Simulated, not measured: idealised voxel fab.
process module | voxel transistor to metal
cross-section cut | 300 nm wide | cells 5 nm
A cross-section is a grid of square cells, given in bands from the top down. A band is one or more rows of cells.
Each band's line starts with the height of the band's top and of its bottom, in nm. Then come its materials from left to right, each with its width in nm. One material with "throughout" fills the band from edge to edge. "air" is empty space.
Height 0 is the level under which the wafer as received is all one material. The lowest band goes on downwards, as in "0 down".
A width such as "30 to 40" changes by the same amount from each row of cells to the next, from the band's top row to its bottom row.
"no change" after a step means that no cell of the cross-section changed.
closed voids: empty space of 8 cells or more with no open way to the top, each as width x height at its distance from the left edge, in nm
after a step's settings: what the simulator itself notes on the step
overlay nm, on a step with a mask: how far to the right of its planned place the mask lay; to the left if negative
Each pair below shows a cross-section before one step and the cross-section after it, down to the lowest band that changed. The line under each pair gives the step between them, with its settings. The pairs can come from different runs of this module on the same starting wafer, so a pair continues from the pair above only where its "before" says so.
before
  30 to 25: air 40 | HfO2 20 | air 35 | HfO2 20 | air 65 | HfO2 20 | air 35 | HfO2 20 | air 45
  25 to 20: HfO2 45 | SiN 10 | HfO2 5 | air 35 | HfO2 5 | SiN 10 | HfO2 75 | SiN 10 | HfO2 5 | air 35 | HfO2 5 | SiN 10 | HfO2 50
  20 to 10: SiO2 45 | SiN 10 | HfO2 5 | air 35 | HfO2 5 | SiN 10 | SiO2 75 | SiN 10 | HfO2 5 | air 35 | HfO2 5 | SiN 10 | SiO2 50
  10 to 0: SiO2 20 | SiN 10 | SiO2 15 | SiN 10 | HfO2 5 | air 35 | HfO2 5 | SiN 10 | SiO2 15 | SiN 10 | SiO2 25 | SiN 10 | SiO2 15 | SiN 10 | HfO2 5 | air 35 | HfO2 5 | SiN 10 | SiO2 15 | SiN 10 | SiO2 25
  0 to -5: SiO2 30 | nSi 15 | SiO2 10 | HfO2 45 | SiO2 10 | nSi 15 | SiO2 45 | nSi 15 | SiO2 10 | HfO2 45 | SiO2 10 | nSi 15 | SiO2 35
  -5 to -25: SiO2 20 | Si 115 | SiO2 25 | Si 115 | SiO2 25
  -25 down: Si throughout
  closed voids: none
after
  35 to 30: air 35 | TiN 30 | air 25 | TiN 30 | air 55 | TiN 30 | air 25 | TiN 30 | air 40
  30 to 25: TiN 40 | HfO2 20 | TiN 5 | air 25 | TiN 5 | HfO2 20 | TiN 65 | HfO2 20 | TiN 5 | air 25 | TiN 5 | HfO2 20 | TiN 45
  25 to 20: HfO2 45 | SiN 10 | HfO2 5 | TiN 5 | air 25 | TiN 5 | HfO2 5 | SiN 10 | HfO2 75 | SiN 10 | HfO2 5 | TiN 5 | air 25 | TiN 5 | HfO2 5 | SiN 10 | HfO2 50
  20 to 10: SiO2 45 | SiN 10 | HfO2 5 | TiN 5 | air 25 | TiN 5 | HfO2 5 | SiN 10 | SiO2 75 | SiN 10 | HfO2 5 | TiN 5 | air 25 | TiN 5 | HfO2 5 | SiN 10 | SiO2 50
  10 to 5: SiO2 20 | SiN 10 | SiO2 15 | SiN 10 | HfO2 5 | TiN 5 | air 25 | TiN 5 | HfO2 5 | SiN 10 | SiO2 15 | SiN 10 | SiO2 25 | SiN 10 | SiO2 15 | SiN 10 | HfO2 5 | TiN 5 | air 25 | TiN 5 | HfO2 5 | SiN 10 | SiO2 15 | SiN 10 | SiO2 25
  5 to 0: SiO2 20 | SiN 10 | SiO2 15 | SiN 10 | HfO2 5 | TiN 35 | HfO2 5 | SiN 10 | SiO2 15 | SiN 10 | SiO2 25 | SiN 10 | SiO2 15 | SiN 10 | HfO2 5 | TiN 35 | HfO2 5 | SiN 10 | SiO2 15 | SiN 10 | SiO2 25
  below 0: unchanged
  closed voids: none
the step between: op CONFORMAL_DEP | material TiN | thk nm 5
before: the cross-section after the pair above
after
  40 to 35: W throughout
  35 to 30: W 35 | TiN 30 | W 25 | TiN 30 | W 55 | TiN 30 | W 25 | TiN 30 | W 40
  30 to 25: TiN 40 | HfO2 20 | TiN 5 | W 25 | TiN 5 | HfO2 20 | TiN 65 | HfO2 20 | TiN 5 | W 25 | TiN 5 | HfO2 20 | TiN 45
  25 to 20: HfO2 45 | SiN 10 | HfO2 5 | TiN 5 | W 25 | TiN 5 | HfO2 5 | SiN 10 | HfO2 75 | SiN 10 | HfO2 5 | TiN 5 | W 25 | TiN 5 | HfO2 5 | SiN 10 | HfO2 50
  20 to 10: SiO2 45 | SiN 10 | HfO2 5 | TiN 5 | W 25 | TiN 5 | HfO2 5 | SiN 10 | SiO2 75 | SiN 10 | HfO2 5 | TiN 5 | W 25 | TiN 5 | HfO2 5 | SiN 10 | SiO2 50
  10 to 5: SiO2 20 | SiN 10 | SiO2 15 | SiN 10 | HfO2 5 | TiN 5 | W 25 | TiN 5 | HfO2 5 | SiN 10 | SiO2 15 | SiN 10 | SiO2 25 | SiN 10 | SiO2 15 | SiN 10 | HfO2 5 | TiN 5 | W 25 | TiN 5 | HfO2 5 | SiN 10 | SiO2 15 | SiN 10 | SiO2 25
  below 5: unchanged
  closed voids: none
the step between: op FILL_DEP | material W | thk nm 5
before: the cross-section after the pair above
after
  20 to 10: SiO2 45 | SiN 10 | HfO2 5 | TiN 5 | W 25 | TiN 5 | HfO2 5 | SiN 10 | SiO2 75 | SiN 10 | HfO2 5 | TiN 5 | W 25 | TiN 5 | HfO2 5 | SiN 10 | SiO2 50
  below 10: unchanged
  closed voids: none
the step between: op CMP | height nm 20
before: the cross-section after the pair above
after
  35 to 20: SiO2 throughout
  below 20: unchanged
  closed voids: none
the step between: op DIRECTIONAL_DEP | material SiO2 | thk nm 15
before: the cross-section after the pair above
after
  45 to 35: aC throughout
  below 35: unchanged
  closed voids: none
the step between: op DIRECTIONAL_DEP | material aC | thk nm 10
before: the cross-section after the pair above
after
  70 to 45: resist 30 | air 15 | resist 65 | air 15 | resist 45 | air 15 | resist 65 | air 15 | resist 35
  below 45: unchanged
  closed voids: none
the step between: op PATTERN | tone open | mask id CONTACT | material resist | width nm 15 | thk nm 25 | overlay nm 0
before: the cross-section after the pair above
after
  60 to 45: resist 30 | air 15 | resist 65 | air 15 | resist 45 | air 15 | resist 65 | air 15 | resist 35
  45 to 35: aC 30 | air 15 | aC 65 | air 15 | aC 45 | air 15 | aC 65 | air 15 | aC 35
  below 35: unchanged
  closed voids: none
the step between: op DIRECTIONAL_ETCH | etch materials aC | depth nm 10
before: the cross-section after the pair above
after
  45 to 35: aC 30 | air 15 | aC 65 | air 15 | aC 45 | air 15 | aC 65 | air 15 | aC 35
  below 35: unchanged
  closed voids: none
the step between: op STRIP | etch materials resist
before: the cross-section after the pair above
after
  45 to 35: aC 30 | air 15 | aC 65 | air 15 | aC 45 | air 15 | aC 65 | air 15 | aC 35
  35 to 20: SiO2 30 | air 15 | SiO2 65 | air 15 | SiO2 45 | air 15 | SiO2 65 | air 15 | SiO2 35
  20 to 10: SiO2 30 | air 15 | SiN 10 | HfO2 5 | TiN 5 | W 25 | TiN 5 | HfO2 5 | SiN 10 | air 15 | SiO2 45 | air 15 | SiN 10 | HfO2 5 | TiN 5 | W 25 | TiN 5 | HfO2 5 | SiN 10 | air 15 | SiO2 35
  10 to 5: SiO2 20 | SiN 10 | air 15 | SiN 10 | HfO2 5 | TiN 5 | W 25 | TiN 5 | HfO2 5 | SiN 10 | air 15 | SiN 10 | SiO2 25 | SiN 10 | air 15 | SiN 10 | HfO2 5 | TiN 5 | W 25 | TiN 5 | HfO2 5 | SiN 10 | air 15 | SiN 10 | SiO2 25
  5 to 0: SiO2 20 | SiN 10 | air 15 | SiN 10 | HfO2 5 | TiN 35 | HfO2 5 | SiN 10 | air 15 | SiN 10 | SiO2 25 | SiN 10 | air 15 | SiN 10 | HfO2 5 | TiN 35 | HfO2 5 | SiN 10 | air 15 | SiN 10 | SiO2 25
  below 0: unchanged
  closed voids: none
the step between: op DIRECTIONAL_ETCH | etch materials SiO2 | depth nm 35
before: the cross-section after the pair above
after
  35 to 20: SiO2 30 | air 15 | SiO2 65 | air 15 | SiO2 45 | air 15 | SiO2 65 | air 15 | SiO2 35
  below 20: unchanged
  closed voids: none
the step between: op STRIP | etch materials aC
before: the cross-section after the pair above
after
  40 to 35: TiN 35 | air 5 | TiN 75 | air 5 | TiN 55 | air 5 | TiN 75 | air 5 | TiN 40
  35 to 20: SiO2 30 | TiN 5 | air 5 | TiN 5 | SiO2 65 | TiN 5 | air 5 | TiN 5 | SiO2 45 | TiN 5 | air 5 | TiN 5 | SiO2 65 | TiN 5 | air 5 | TiN 5 | SiO2 35
  20 to 10: SiO2 30 | TiN 5 | air 5 | TiN 5 | SiN 10 | HfO2 5 | TiN 5 | W 25 | TiN 5 | HfO2 5 | SiN 10 | TiN 5 | air 5 | TiN 5 | SiO2 45 | TiN 5 | air 5 | TiN 5 | SiN 10 | HfO2 5 | TiN 5 | W 25 | TiN 5 | HfO2 5 | SiN 10 | TiN 5 | air 5 | TiN 5 | SiO2 35
  10 to 5: SiO2 20 | SiN 10 | TiN 5 | air 5 | TiN 5 | SiN 10 | HfO2 5 | TiN 5 | W 25 | TiN 5 | HfO2 5 | SiN 10 | TiN 5 | air 5 | TiN 5 | SiN 10 | SiO2 25 | SiN 10 | TiN 5 | air 5 | TiN 5 | SiN 10 | HfO2 5 | TiN 5 | W 25 | TiN 5 | HfO2 5 | SiN 10 | TiN 5 | air 5 | TiN 5 | SiN 10 | SiO2 25
  5 to 0: SiO2 20 | SiN 10 | TiN 15 | SiN 10 | HfO2 5 | TiN 35 | HfO2 5 | SiN 10 | TiN 15 | SiN 10 | SiO2 25 | SiN 10 | TiN 15 | SiN 10 | HfO2 5 | TiN 35 | HfO2 5 | SiN 10 | TiN 15 | SiN 10 | SiO2 25
  below 0: unchanged
  closed voids: none
the step between: op CONFORMAL_DEP | material TiN | thk nm 5
before: the cross-section after the pair above
after
  45 to 40: W throughout
  40 to 35: TiN 35 | W 5 | TiN 75 | W 5 | TiN 55 | W 5 | TiN 75 | W 5 | TiN 40
  35 to 20: SiO2 30 | TiN 5 | W 5 | TiN 5 | SiO2 65 | TiN 5 | W 5 | TiN 5 | SiO2 45 | TiN 5 | W 5 | TiN 5 | SiO2 65 | TiN 5 | W 5 | TiN 5 | SiO2 35
  20 to 10: SiO2 30 | TiN 5 | W 5 | TiN 5 | SiN 10 | HfO2 5 | TiN 5 | W 25 | TiN 5 | HfO2 5 | SiN 10 | TiN 5 | W 5 | TiN 5 | SiO2 45 | TiN 5 | W 5 | TiN 5 | SiN 10 | HfO2 5 | TiN 5 | W 25 | TiN 5 | HfO2 5 | SiN 10 | TiN 5 | W 5 | TiN 5 | SiO2 35
  10 to 5: SiO2 20 | SiN 10 | TiN 5 | W 5 | TiN 5 | SiN 10 | HfO2 5 | TiN 5 | W 25 | TiN 5 | HfO2 5 | SiN 10 | TiN 5 | W 5 | TiN 5 | SiN 10 | SiO2 25 | SiN 10 | TiN 5 | W 5 | TiN 5 | SiN 10 | HfO2 5 | TiN 5 | W 25 | TiN 5 | HfO2 5 | SiN 10 | TiN 5 | W 5 | TiN 5 | SiN 10 | SiO2 25
  below 5: unchanged
  closed voids: none
the step between: op FILL_DEP | material W | thk nm 5
before: the cross-section after the pair above
after
  35 to 20: SiO2 30 | TiN 5 | W 5 | TiN 5 | SiO2 65 | TiN 5 | W 5 | TiN 5 | SiO2 45 | TiN 5 | W 5 | TiN 5 | SiO2 65 | TiN 5 | W 5 | TiN 5 | SiO2 35
  below 20: unchanged
  closed voids: none
the step between: op CMP | height nm 35
before: the cross-section after the pair above
after
  40 to 35: TiN throughout
  below 35: unchanged
  closed voids: none
the step between: op DIRECTIONAL_DEP | material TiN | thk nm 5
before: the cross-section after the pair above
after
  65 to 40: W throughout
  below 40: unchanged
  closed voids: none
the step between: op DIRECTIONAL_DEP | material W | thk nm 25
before: the cross-section after the pair above
after
  80 to 65: aC throughout
  below 65: unchanged
  closed voids: none
the step between: op DIRECTIONAL_DEP | material aC | thk nm 15
before: the cross-section after the pair above
after
  115 to 80: air 30 | resist 15 | air 65 | resist 15 | air 45 | resist 15 | air 65 | resist 15 | air 35
  below 80: unchanged
  closed voids: none
the step between: op PATTERN | tone cover | mask id METAL_1 | material resist | width nm 15 | thk nm 35 | overlay nm 0
before: the cross-section after the pair above
after
  100 to 80: air 30 | resist 15 | air 65 | resist 15 | air 45 | resist 15 | air 65 | resist 15 | air 35
  80 to 65: air 30 | aC 15 | air 65 | aC 15 | air 45 | aC 15 | air 65 | aC 15 | air 35
  below 65: unchanged
  closed voids: none
the step between: op DIRECTIONAL_ETCH | etch materials aC | depth nm 15
before: the cross-section after the pair above
after
  80 to 65: air 30 | aC 15 | air 65 | aC 15 | air 45 | aC 15 | air 65 | aC 15 | air 35
  below 65: unchanged
  closed voids: none
the step between: op STRIP | etch materials resist
before: the cross-section after the pair above
after
  80 to 65: air 30 | aC 15 | air 65 | aC 15 | air 45 | aC 15 | air 65 | aC 15 | air 35
  65 to 40: air 30 | W 15 | air 65 | W 15 | air 45 | W 15 | air 65 | W 15 | air 35
  below 40: unchanged
  closed voids: none
the step between: op DIRECTIONAL_ETCH | etch materials W | depth nm 25
before: the cross-section after the pair above
after
  80 to 65: air 30 | aC 15 | air 65 | aC 15 | air 45 | aC 15 | air 65 | aC 15 | air 35
  65 to 40: air 30 | W 15 | air 65 | W 15 | air 45 | W 15 | air 65 | W 15 | air 35
  40 to 35: air 30 | TiN 15 | air 65 | TiN 15 | air 45 | TiN 15 | air 65 | TiN 15 | air 35
  below 35: unchanged
  closed voids: none
the step between: op DIRECTIONAL_ETCH | etch materials TiN | depth nm 5
before: the cross-section after the pair above
after
  65 to 40: air 30 | W 15 | air 65 | W 15 | air 45 | W 15 | air 65 | W 15 | air 35
  below 40: unchanged
  closed voids: none
the step between: op STRIP | etch materials aC
before: the cross-section after the pair above
after
  75 to 65: SiO2 throughout
  65 to 40: SiO2 30 | W 15 | SiO2 65 | W 15 | SiO2 45 | W 15 | SiO2 65 | W 15 | SiO2 35
  40 to 35: SiO2 30 | TiN 15 | SiO2 65 | TiN 15 | SiO2 45 | TiN 15 | SiO2 65 | TiN 15 | SiO2 35
  below 35: unchanged
  closed voids: none
the step between: op FILL_DEP | material SiO2 | thk nm 10
before: the cross-section after the pair above
after
  65 to 40: SiO2 30 | W 15 | SiO2 65 | W 15 | SiO2 45 | W 15 | SiO2 65 | W 15 | SiO2 35
  below 40: unchanged
  closed voids: none
the step between: op CMP | height nm 65
before: the cross-section after the pair above
after
  70 to 65: SiN throughout
  below 65: unchanged
  closed voids: none
the step between: op CONFORMAL_DEP | material SiN | thk nm 5
before
  80 to 65: aC throughout
  65 to 40: W throughout
  40 to 35: TiN throughout
  35 to 20: SiO2 30 | TiN 5 | W 5 | TiN 5 | SiO2 65 | TiN 5 | W 5 | TiN 5 | SiO2 45 | TiN 5 | W 5 | TiN 5 | SiO2 65 | TiN 5 | W 5 | TiN 5 | SiO2 35
  20 to 5: SiO2 30 | TiN 5 | W 5 | TiN 5 | SiN 10 | HfO2 5 | TiN 5 | W 25 | TiN 5 | HfO2 5 | SiN 10 | TiN 5 | W 5 | TiN 5 | SiO2 45 | TiN 5 | W 5 | TiN 5 | SiN 10 | HfO2 5 | TiN 5 | W 25 | TiN 5 | HfO2 5 | SiN 10 | TiN 5 | W 5 | TiN 5 | SiO2 35
  5 to 0: SiO2 30 | TiN 15 | SiN 10 | HfO2 5 | TiN 35 | HfO2 5 | SiN 10 | TiN 15 | SiO2 45 | TiN 15 | SiN 10 | HfO2 5 | TiN 35 | HfO2 5 | SiN 10 | TiN 15 | SiO2 35
  0 to -5: SiO2 15 | nSi 30 | SiO2 10 | HfO2 45 | SiO2 10 | nSi 30 | SiO2 15 | nSi 30 | SiO2 10 | HfO2 45 | SiO2 10 | nSi 30 | SiO2 20
  -5 to -25: SiO2 20 | Si 115 | SiO2 25 | Si 115 | SiO2 25
  -25 down: Si throughout
  closed voids: none
after
  115 to 80: air 30 | resist 20 | air 60 | resist 20 | air 40 | resist 20 | air 60 | resist 20 | air 30
  below 80: unchanged
  closed voids: none
the step between: op PATTERN | tone cover | mask id METAL_1 | material resist | width nm 20 | thk nm 35 | overlay nm 0
before: the cross-section after the pair above
after
  100 to 80: air 30 | resist 20 | air 60 | resist 20 | air 40 | resist 20 | air 60 | resist 20 | air 30
  80 to 65: air 30 | aC 20 | air 60 | aC 20 | air 40 | aC 20 | air 60 | aC 20 | air 30
  below 65: unchanged
  closed voids: none
the step between: op DIRECTIONAL_ETCH | etch materials aC | depth nm 15
before: the cross-section after the pair above
after
  80 to 65: air 30 | aC 20 | air 60 | aC 20 | air 40 | aC 20 | air 60 | aC 20 | air 30
  below 65: unchanged
  closed voids: none
the step between: op STRIP | etch materials resist
before: the cross-section after the pair above
after
  80 to 65: air 30 | aC 20 | air 60 | aC 20 | air 40 | aC 20 | air 60 | aC 20 | air 30
  65 to 40: air 30 | W 20 | air 60 | W 20 | air 40 | W 20 | air 60 | W 20 | air 30
  below 40: unchanged
  closed voids: none
the step between: op DIRECTIONAL_ETCH | etch materials W | depth nm 25
before: the cross-section after the pair above
after
  80 to 65: air 30 | aC 20 | air 60 | aC 20 | air 40 | aC 20 | air 60 | aC 20 | air 30
  65 to 40: air 30 | W 20 | air 60 | W 20 | air 40 | W 20 | air 60 | W 20 | air 30
  40 to 35: air 30 | TiN 20 | air 60 | TiN 20 | air 40 | TiN 20 | air 60 | TiN 20 | air 30
  below 35: unchanged
  closed voids: none
the step between: op DIRECTIONAL_ETCH | etch materials TiN | depth nm 5
before: the cross-section after the pair above
after
  65 to 40: air 30 | W 20 | air 60 | W 20 | air 40 | W 20 | air 60 | W 20 | air 30
  below 40: unchanged
  closed voids: none
the step between: op STRIP | etch materials aC
before: the cross-section after the pair above
after
  75 to 65: SiO2 throughout
  65 to 40: SiO2 30 | W 20 | SiO2 60 | W 20 | SiO2 40 | W 20 | SiO2 60 | W 20 | SiO2 30
  40 to 35: SiO2 30 | TiN 20 | SiO2 60 | TiN 20 | SiO2 40 | TiN 20 | SiO2 60 | TiN 20 | SiO2 30
  below 35: unchanged
  closed voids: none
the step between: op FILL_DEP | material SiO2 | thk nm 10
before: the cross-section after the pair above
after
  65 to 40: SiO2 30 | W 20 | SiO2 60 | W 20 | SiO2 40 | W 20 | SiO2 60 | W 20 | SiO2 30
  below 40: unchanged
  closed voids: none
the step between: op CMP | height nm 65
before: the cross-section after the pair above
after
  70 to 65: SiN throughout
  below 65: unchanged
  closed voids: none
the step between: op CONFORMAL_DEP | material SiN | thk nm 5
before
  45 to 35: aC throughout
  35 to 20: SiO2 throughout
  20 to 5: SiO2 45 | SiN 10 | HfO2 5 | TiN 5 | W 25 | TiN 5 | HfO2 5 | SiN 10 | SiO2 75 | SiN 10 | HfO2 5 | TiN 5 | W 25 | TiN 5 | HfO2 5 | SiN 10 | SiO2 50
  5 to 0: SiO2 45 | SiN 10 | HfO2 5 | TiN 35 | HfO2 5 | SiN 10 | SiO2 75 | SiN 10 | HfO2 5 | TiN 35 | HfO2 5 | SiN 10 | SiO2 50
  0 to -5: SiO2 15 | nSi 30 | SiO2 10 | HfO2 45 | SiO2 10 | nSi 30 | SiO2 15 | nSi 30 | SiO2 10 | HfO2 45 | SiO2 10 | nSi 30 | SiO2 20
  -5 to -25: SiO2 20 | Si 115 | SiO2 25 | Si 115 | SiO2 25
  -25 down: Si throughout
  closed voids: none
after
  70 to 45: resist 40 | air 15 | resist 65 | air 15 | resist 45 | air 15 | resist 65 | air 15 | resist 25
  below 45: unchanged
  closed voids: none
the step between: op PATTERN | tone open | mask id CONTACT | material resist | width nm 15 | thk nm 25 | overlay nm 10
before: the cross-section after the pair above
after
  60 to 45: resist 40 | air 15 | resist 65 | air 15 | resist 45 | air 15 | resist 65 | air 15 | resist 25
  45 to 35: aC 40 | air 15 | aC 65 | air 15 | aC 45 | air 15 | aC 65 | air 15 | aC 25
  below 35: unchanged
  closed voids: none
the step between: op DIRECTIONAL_ETCH | etch materials aC | depth nm 10
before: the cross-section after the pair above
after
  45 to 35: aC 40 | air 15 | aC 65 | air 15 | aC 45 | air 15 | aC 65 | air 15 | aC 25
  below 35: unchanged
  closed voids: none
the step between: op STRIP | etch materials resist
before: the cross-section after the pair above
after
  45 to 35: aC 40 | air 15 | aC 65 | air 15 | aC 45 | air 15 | aC 65 | air 15 | aC 25
  35 to 20: SiO2 40 | air 15 | SiO2 65 | air 15 | SiO2 45 | air 15 | SiO2 65 | air 15 | SiO2 25
  20 to 5: SiO2 40 | air 5 | SiN 10 | HfO2 5 | TiN 5 | W 25 | TiN 5 | HfO2 5 | SiN 10 | SiO2 10 | air 15 | SiO2 45 | air 5 | SiN 10 | HfO2 5 | TiN 5 | W 25 | TiN 5 | HfO2 5 | SiN 10 | SiO2 10 | air 15 | SiO2 25
  5 to 0: SiO2 40 | air 5 | SiN 10 | HfO2 5 | TiN 35 | HfO2 5 | SiN 10 | SiO2 10 | air 15 | SiO2 45 | air 5 | SiN 10 | HfO2 5 | TiN 35 | HfO2 5 | SiN 10 | SiO2 10 | air 15 | SiO2 25
  below 0: unchanged
  closed voids: none
the step between: op DIRECTIONAL_ETCH | etch materials SiO2 | depth nm 35
before: the cross-section after the pair above
after
  35 to 20: SiO2 40 | air 15 | SiO2 65 | air 15 | SiO2 45 | air 15 | SiO2 65 | air 15 | SiO2 25
  below 20: unchanged
  closed voids: none
the step between: op STRIP | etch materials aC
before: the cross-section after the pair above
after
  40 to 35: TiN 45 | air 5 | TiN 75 | air 5 | TiN 55 | air 5 | TiN 75 | air 5 | TiN 30
  35 to 25: SiO2 40 | TiN 5 | air 5 | TiN 5 | SiO2 65 | TiN 5 | air 5 | TiN 5 | SiO2 45 | TiN 5 | air 5 | TiN 5 | SiO2 65 | TiN 5 | air 5 | TiN 5 | SiO2 25
  25 to 20: SiO2 40 | TiN 15 | SiO2 65 | TiN 5 | air 5 | TiN 5 | SiO2 45 | TiN 15 | SiO2 65 | TiN 5 | air 5 | TiN 5 | SiO2 25
  20 to 5: SiO2 40 | TiN 5 | SiN 10 | HfO2 5 | TiN 5 | W 25 | TiN 5 | HfO2 5 | SiN 10 | SiO2 10 | TiN 5 | air 5 | TiN 5 | SiO2 45 | TiN 5 | SiN 10 | HfO2 5 | TiN 5 | W 25 | TiN 5 | HfO2 5 | SiN 10 | SiO2 10 | TiN 5 | air 5 | TiN 5 | SiO2 25
  5 to 0: SiO2 40 | TiN 5 | SiN 10 | HfO2 5 | TiN 35 | HfO2 5 | SiN 10 | SiO2 10 | TiN 15 | SiO2 45 | TiN 5 | SiN 10 | HfO2 5 | TiN 35 | HfO2 5 | SiN 10 | SiO2 10 | TiN 15 | SiO2 25
  below 0: unchanged
  closed voids: none
the step between: op CONFORMAL_DEP | material TiN | thk nm 5
before: the cross-section after the pair above
after
  45 to 40: W throughout
  40 to 35: TiN 45 | W 5 | TiN 75 | W 5 | TiN 55 | W 5 | TiN 75 | W 5 | TiN 30
  35 to 25: SiO2 40 | TiN 5 | W 5 | TiN 5 | SiO2 65 | TiN 5 | W 5 | TiN 5 | SiO2 45 | TiN 5 | W 5 | TiN 5 | SiO2 65 | TiN 5 | W 5 | TiN 5 | SiO2 25
  25 to 20: SiO2 40 | TiN 15 | SiO2 65 | TiN 5 | W 5 | TiN 5 | SiO2 45 | TiN 15 | SiO2 65 | TiN 5 | W 5 | TiN 5 | SiO2 25
  20 to 5: SiO2 40 | TiN 5 | SiN 10 | HfO2 5 | TiN 5 | W 25 | TiN 5 | HfO2 5 | SiN 10 | SiO2 10 | TiN 5 | W 5 | TiN 5 | SiO2 45 | TiN 5 | SiN 10 | HfO2 5 | TiN 5 | W 25 | TiN 5 | HfO2 5 | SiN 10 | SiO2 10 | TiN 5 | W 5 | TiN 5 | SiO2 25
  below 5: unchanged
  closed voids: none
the step between: op FILL_DEP | material W | thk nm 5
before: the cross-section after the pair above
after
  35 to 25: SiO2 40 | TiN 5 | W 5 | TiN 5 | SiO2 65 | TiN 5 | W 5 | TiN 5 | SiO2 45 | TiN 5 | W 5 | TiN 5 | SiO2 65 | TiN 5 | W 5 | TiN 5 | SiO2 25
  below 25: unchanged
  closed voids: none
the step between: op CMP | height nm 35
before: the cross-section after the pair above
after
  40 to 35: TiN throughout
  below 35: unchanged
  closed voids: none
the step between: op DIRECTIONAL_DEP | material TiN | thk nm 5
before: the cross-section after the pair above
after
  65 to 40: W throughout
  below 40: unchanged
  closed voids: none
the step between: op DIRECTIONAL_DEP | material W | thk nm 25
before: the cross-section after the pair above
after
  80 to 65: aC throughout
  below 65: unchanged
  closed voids: none
the step between: op DIRECTIONAL_DEP | material aC | thk nm 15
before: the cross-section after the pair above
after
  115 to 80: air 30 | resist 15 | air 65 | resist 15 | air 45 | resist 15 | air 65 | resist 15 | air 35
  below 80: unchanged
  closed voids: none
the step between: op PATTERN | tone cover | mask id METAL_1 | material resist | width nm 15 | thk nm 35 | overlay nm 0
before: the cross-section after the pair above
after
  100 to 80: air 30 | resist 15 | air 65 | resist 15 | air 45 | resist 15 | air 65 | resist 15 | air 35
  80 to 65: air 30 | aC 15 | air 65 | aC 15 | air 45 | aC 15 | air 65 | aC 15 | air 35
  below 65: unchanged
  closed voids: none
the step between: op DIRECTIONAL_ETCH | etch materials aC | depth nm 15
before: the cross-section after the pair above
after
  80 to 65: air 30 | aC 15 | air 65 | aC 15 | air 45 | aC 15 | air 65 | aC 15 | air 35
  below 65: unchanged
  closed voids: none
the step between: op STRIP | etch materials resist
before: the cross-section after the pair above
after
  80 to 65: air 30 | aC 15 | air 65 | aC 15 | air 45 | aC 15 | air 65 | aC 15 | air 35
  65 to 40: air 30 | W 15 | air 65 | W 15 | air 45 | W 15 | air 65 | W 15 | air 35
  below 40: unchanged
  closed voids: none
the step between: op DIRECTIONAL_ETCH | etch materials W | depth nm 25
before: the cross-section after the pair above
after
  80 to 65: air 30 | aC 15 | air 65 | aC 15 | air 45 | aC 15 | air 65 | aC 15 | air 35
  65 to 40: air 30 | W 15 | air 65 | W 15 | air 45 | W 15 | air 65 | W 15 | air 35
  40 to 35: air 30 | TiN 15 | air 65 | TiN 15 | air 45 | TiN 15 | air 65 | TiN 15 | air 35
  below 35: unchanged
  closed voids: none
the step between: op DIRECTIONAL_ETCH | etch materials TiN | depth nm 5
before: the cross-section after the pair above
after
  65 to 40: air 30 | W 15 | air 65 | W 15 | air 45 | W 15 | air 65 | W 15 | air 35
  below 40: unchanged
  closed voids: none
the step between: op STRIP | etch materials aC
before: the cross-section after the pair above
after
  75 to 65: SiO2 throughout
  65 to 40: SiO2 30 | W 15 | SiO2 65 | W 15 | SiO2 45 | W 15 | SiO2 65 | W 15 | SiO2 35
  40 to 35: SiO2 30 | TiN 15 | SiO2 65 | TiN 15 | SiO2 45 | TiN 15 | SiO2 65 | TiN 15 | SiO2 35
  below 35: unchanged
  closed voids: none
the step between: op FILL_DEP | material SiO2 | thk nm 10
before: the cross-section after the pair above
after
  65 to 40: SiO2 30 | W 15 | SiO2 65 | W 15 | SiO2 45 | W 15 | SiO2 65 | W 15 | SiO2 35
  below 40: unchanged
  closed voids: none
the step between: op CMP | height nm 65
before: the cross-section after the pair above
after
  70 to 65: SiN throughout
  below 65: unchanged
  closed voids: none
the step between: op CONFORMAL_DEP | material SiN | thk nm 5
before
  35 to 30: air 35 | TiN 30 | air 25 | TiN 30 | air 55 | TiN 30 | air 25 | TiN 30 | air 40
  30 to 25: TiN 40 | HfO2 20 | TiN 5 | air 25 | TiN 5 | HfO2 20 | TiN 65 | HfO2 20 | TiN 5 | air 25 | TiN 5 | HfO2 20 | TiN 45
  25 to 20: HfO2 45 | SiN 10 | HfO2 5 | TiN 5 | air 25 | TiN 5 | HfO2 5 | SiN 10 | HfO2 75 | SiN 10 | HfO2 5 | TiN 5 | air 25 | TiN 5 | HfO2 5 | SiN 10 | HfO2 50
  20 to 5: SiO2 45 | SiN 10 | HfO2 5 | TiN 5 | air 25 | TiN 5 | HfO2 5 | SiN 10 | SiO2 75 | SiN 10 | HfO2 5 | TiN 5 | air 25 | TiN 5 | HfO2 5 | SiN 10 | SiO2 50
  5 to 0: SiO2 45 | SiN 10 | HfO2 5 | TiN 35 | HfO2 5 | SiN 10 | SiO2 75 | SiN 10 | HfO2 5 | TiN 35 | HfO2 5 | SiN 10 | SiO2 50
  0 to -5: SiO2 15 | nSi 30 | SiO2 10 | HfO2 45 | SiO2 10 | nSi 30 | SiO2 15 | nSi 30 | SiO2 10 | HfO2 45 | SiO2 10 | nSi 30 | SiO2 20
  -5 to -25: SiO2 20 | Si 115 | SiO2 25 | Si 115 | SiO2 25
  -25 down: Si throughout
  closed voids: none
after
  40 to 30: TiN throughout
  30 to 25: TiN 40 | HfO2 20 | TiN 35 | HfO2 20 | TiN 65 | HfO2 20 | TiN 35 | HfO2 20 | TiN 45
  25 to 20: HfO2 45 | SiN 10 | HfO2 5 | TiN 35 | HfO2 5 | SiN 10 | HfO2 75 | SiN 10 | HfO2 5 | TiN 35 | HfO2 5 | SiN 10 | HfO2 50
  20 to 0: SiO2 45 | SiN 10 | HfO2 5 | TiN 35 | HfO2 5 | SiN 10 | SiO2 75 | SiN 10 | HfO2 5 | TiN 35 | HfO2 5 | SiN 10 | SiO2 50
  below 0: unchanged
  closed voids: none
the step between: op FILL_DEP | material TiN | thk nm 5
before: the cross-section after the pair above
after
  20 to 0: SiO2 45 | SiN 10 | HfO2 5 | TiN 35 | HfO2 5 | SiN 10 | SiO2 75 | SiN 10 | HfO2 5 | TiN 35 | HfO2 5 | SiN 10 | SiO2 50
  below 0: unchanged
  closed voids: none
the step between: op CMP | height nm 20
before: the cross-section after the pair above
after
  35 to 20: SiO2 throughout
  below 20: unchanged
  closed voids: none
the step between: op DIRECTIONAL_DEP | material SiO2 | thk nm 15
before: the cross-section after the pair above
after
  45 to 35: aC throughout
  below 35: unchanged
  closed voids: none
the step between: op DIRECTIONAL_DEP | material aC | thk nm 10
before: the cross-section after the pair above
after
  70 to 45: resist 30 | air 15 | resist 65 | air 15 | resist 45 | air 15 | resist 65 | air 15 | resist 35
  below 45: unchanged
  closed voids: none
the step between: op PATTERN | tone open | mask id CONTACT | material resist | width nm 15 | thk nm 25 | overlay nm 0
